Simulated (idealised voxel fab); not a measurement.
process module | voxel released beams
cross-section cut | 285 nm wide | cells 5 nm
A cross-section is a grid of square cells, given in bands from the top down. A band is one or more rows of cells.
Each band's line starts with the height of the band's top and of its bottom, in nm. Then come its materials from left to right, each with its width in nm. One material with "throughout" fills the band from edge to edge. "air" is empty space.
Height 0 is the level under which the wafer as received is all one material. The lowest band goes on downwards, as in "0 down".
A width such as "30 to 40" changes by the same amount from each row of cells to the next, from the band's top row to its bottom row.
"no change" after a step means that no cell of the cross-section changed.
closed voids: empty space of 8 cells or more with no open way to the top, each as width x height at its distance from the left edge, in nm
after a step's settings: what the simulator itself notes on the step
overlay nm, on a step with a mask: how far to the right of its planned place the mask lay; to the left if negative
plan
1 op RECEIVE | material Si
2 op CONFORMAL_DEP | material SiN | thk nm 10
3 op DIRECTIONAL_DEP | material SiO2 | thk nm 10
4 op MASKED_ETCH | tone open | mask id ANCHOR | width nm 25 | etch materials SiO2 | depth nm 10 | overlay nm 0
5 op CONFORMAL_DEP | material polySi | thk nm 10
6 op DIRECTIONAL_DEP | material aC | thk nm 15
7 op PATTERN | tone cover | mask id BEAM | material resist | width nm 90 | thk nm 30 | overlay nm 0
8 op DIRECTIONAL_ETCH | etch materials aC | depth nm 15
9 op STRIP | etch materials resist
10 op DIRECTIONAL_ETCH | etch materials polySi | depth nm 10
11 op STRIP | etch materials aC
12 op STRIP | etch materials SiO2
as received, after step 1
  0 down: Si throughout
  closed voids: none
a wafer at the end: this start, this plan, one mistake
  30 to 20: air 95 | polySi 25 | air 5 | polySi 60 | air 100
  20 to 10: air 110 | polySi 25 | air 150
  10 to 0: SiN throughout
  0 down: Si throughout
  closed voids: none
what went wrong: step 4 ran as: op MASKED_ETCH | tone open | mask id ANCHOR | width nm 25 | etch materials SiO2 | depth nm 10 | overlay nm 10
